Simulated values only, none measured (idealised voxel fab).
This section sets out a process module, namely voxel fin reveal.
For reference, the cross-section in this document is cut, with width 285 nm and square cells of 5 nm.
When this document writes out a cross-section, it uses a grid of square cells and lists it as bands, beginning at the top and moving down, with a band standing for one or more rows of cells. The entry gives the band's vertical extent as a top height and a bottom height in nm, then its horizontal make-up as materials from left to right, each with a width in nm. "blank" stands for empty space; a single material marked "all across" fills the band edge to edge. It should be noted that heights are counted from 0, beneath which the wafer as supplied is of one material throughout, and that the lowest band possesses no lower boundary but continues downward, as written in "from 0 down". When a width is written as two numbers, as in "30 to 40", the first number is the width in the top row of cells of the band and the second is the width in its bottom row, and the width changes by the same amount from each row to the next. Take "all unchanged" at face value: in the step it is given for, the cross-section changed in none of its cells. Reported under the label "Closed void inventory" are the empty spaces having no open way to the top and comprising 8 cells or more; the notation for each is width x height at distance, in which the distance is measured from the left edge and all three values are in nm. Post-settings text on a step line: simulator's own remark regarding the step. The line of a step may include "overlay nm". On a step with a mask, this value is how far to the right of its planned place the mask lay. A negative value means the mask lay to the left.
Plan
1: RECEIVE | material Si
2: CONFORMAL_DEP | material SiN | thk nm 10
3: MASKED_ETCH | tone cover | mask id FINS | width nm 15 | pitch nm 35 | etch materials SiN | depth nm 10 | overlay nm 0
4: MASKED_ETCH | tone cover | mask id FINS | width nm 15 | pitch nm 35 | etch materials Si | depth nm 30 | overlay nm -15
5: OXIDIZE | depth nm 5
6: FILL_DEP | material SiO2 | thk nm 15
7: CMP | height nm 10
8: SELECTIVE_ETCH | etch materials SiO2 | depth nm 20
9: STRIP | etch materials SiN
10: CONFORMAL_DEP | material SiO2 | thk nm 5
The overlay nm used in step 4 is not the same on every wafer, whereas the starting condition is; the value printed in the plan is the first wafer's.
Cross-section, first of several wafers, as delivered after step 1
	from 0 down = Si all across
	Closed void inventory: none
Here is how to read the rows: every wafer has a row, and it shows the wafer at the end of the module, giving for each material how many cells were gained (+) or lost (-) since the wafer was received, then listing its closed voids
overlay nm -15 | -299 Si | +278 SiO2 | Closed void inventory: none
overlay nm -10 | -323 Si | +298 SiO2 | Closed void inventory: none
overlay nm -5 | -347 Si | +318 SiO2 | Closed void inventory: none
overlay nm 0 | -371 Si | +338 SiO2 | Closed void inventory: none
overlay nm 5 | -347 Si | +318 SiO2 | Closed void inventory: none
overlay nm 10 | -323 Si | +298 SiO2 | Closed void inventory: none
overlay nm 15 | -299 Si | +278 SiO2 | Closed void inventory: none
